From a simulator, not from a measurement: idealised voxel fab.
Herein follows the process module entitled voxel ribs on slabs.
Section shown: cut. Width: 190 nm. Cell size: 5 nm, square.
Cross-section = grid of square cells, listed top down in bands; band = one or more rows.
The band entry comprises the height of the band's top followed by the height of its bottom, expressed in nm, and subsequently the band's materials from left to right, each stated together with its width in nm. Where a single material is marked with the word "everywhere", that material fills the band from edge to edge. The word "air" represents empty space.
Height 0 is the level under which the wafer as received is all one material. The lowest band goes on downwards, as in "0 and below".
Width: "30 to 40" (first number = top row, second number = bottom row, same change from row to row of cells).
"everything unchanged" for a step: no cell of the cross-section changed in that step.
"Enclosed void inventory": empty spaces of 8 cells or more with no open way to the top, each given as width x height at distance, distance from the left edge, all in nm.
On each step's line, the part that comes after the settings is the simulator's own comment on the step.
overlay nm: on a step with a mask, how far right of its planned place the mask lay; negative means left.

**Steps in the process plan**
1 op RECEIVE | material Si
2 op DIRECTIONAL_DEP | material SiO2 | thk nm 30
3 op DIRECTIONAL_DEP | material polySi | thk nm 15
4 op MASKED_ETCH | tone cover | mask id RIB | width nm 25 | etch materials polySi | depth nm 10 | overlay nm 0
5 op MASKED_ETCH | tone cover | mask id SLAB | width nm 65 | etch materials polySi | depth nm 5 | overlay nm 0
6 op FILL_DEP | material SiO2 | thk nm 15
7 op CMP | height nm 55
8 op DIRECTIONAL_DEP | material TiN | thk nm 10
9 op PATTERN | tone cover | mask id HEATER | material resist | width nm 35 | thk nm 15 | overlay nm 0
10 op DIRECTIONAL_ETCH | etch materials TiN | depth nm 10
11 op STRIP | etch materials resist
12 op CONFORMAL_DEP | material SiN | thk nm 10

**Cross-section: wafer on arrival = after step 1**
  0 and below = Si everywhere
  Enclosed void inventory: none

**One mistake in running the module, otherwise start and plan as above: cross-section at the end**
  75 down to 65 = 65 of air  55 of SiN  70 of air
  65 down to 55 = 75 of SiN  35 of TiN  80 of SiN
  55 down to 45 = SiO2 everywhere
  45 down to 35 = 80 of SiO2  30 of polySi  80 of SiO2
  35 down to 30 = 60 of SiO2  65 of polySi  65 of SiO2
  30 down to 0 = SiO2 everywhere
  0 and below = Si everywhere
  Enclosed void inventory: none
Finding, execution versus plan: rather than as planned, step 4 actually ran as op MASKED_ETCH | tone cover | mask id RIB | width nm 30 | etch materials polySi | depth nm 10 | overlay nm 0
